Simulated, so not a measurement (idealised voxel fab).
You're looking at the process module voxel lift off.
Cross-section cut spans 270 nm and uses square cells 5 nm in size.
Cross-section, as written here: a square-cell grid given band by band from the top down, where a band holds one or more rows of cells. Top, bottom (nm), then materials left to right with widths (nm); lone material tagged "all across" fills the whole band edge to edge; "blank" = empty space. We count height from 0. Below that, the starting wafer is all one material. The lowest band never ends at the bottom but goes on down; see "from 0 down" for how that is written. Width "30 to 40": first value at the band's top row of cells, second value at its bottom row, equal change from row to row. Given "all unchanged" for a step, no cell of the cross-section differs between before and after that step. Empty spaces counting at least 8 cells and having no open way to the top are listed in "Voids lacking openings". The notation width x height at distance is used for each, the distance being from the left edge and all three values in nm. after a step's settings: what the simulator itself notes on the step. Among the settings permitted on a step's line is "overlay nm"; applied to a step with a mask, it specifies the extent to which the mask lay to the right of its planned position, whereas a negative figure signifies a position to the left.

### Process steps (planned)
| 1 | RECEIVE: material Si |
| 2 | CONFORMAL_DEP: material SiN, thk nm 5 |
| 3 | PATTERN: tone open, mask id LINES, material resist, width nm 15, pitch nm 45, thk nm 20, overlay nm 0 |
| 4 | DIRECTIONAL_DEP: material Ru, thk nm 10 |
| 5 | STRIP: etch materials resist |
| 6 | CONFORMAL_DEP: material SiCN, thk nm 10 |

### Incoming wafer, cross-sectional view, post step 1
> from 0 down | Si all across
> Voids lacking openings: none

### First of two wafers: cross-section at end of module, run per plan
> from 25 to 15 | blank (50); SiCN (35); blank (10); SiCN (35); blank (10); SiCN (35); blank (10); SiCN (35); blank (50)
> from 15 to 5 | SiCN (60); Ru (15); SiCN (30); Ru (15); SiCN (30); Ru (15); SiCN (30); Ru (15); SiCN (60)
> from 5 to 0 | SiN all across
> from 0 down | Si all across
> Voids lacking openings: none

### Cross-sectional image of the second wafer of the two following completion of the module. Starting state and process plan were the same as for the first wafer; one execution error occurred
> from 25 to 15 | blank (50); Ru (35); blank (10); Ru (35); blank (10); Ru (35); blank (10); Ru (35); blank (50)
> from 15 to 5 | Ru all across
> from 5 to 0 | SiN all across
> from 0 down | Si all across
> Voids lacking openings: none
Short version of what went wrong: step 6 ran as: CONFORMAL_DEP: material Ru, thk nm 10
Heads up, by the end the second wafer has more or fewer cells of some materials compared to the first: +140 Ru; -140 SiCN
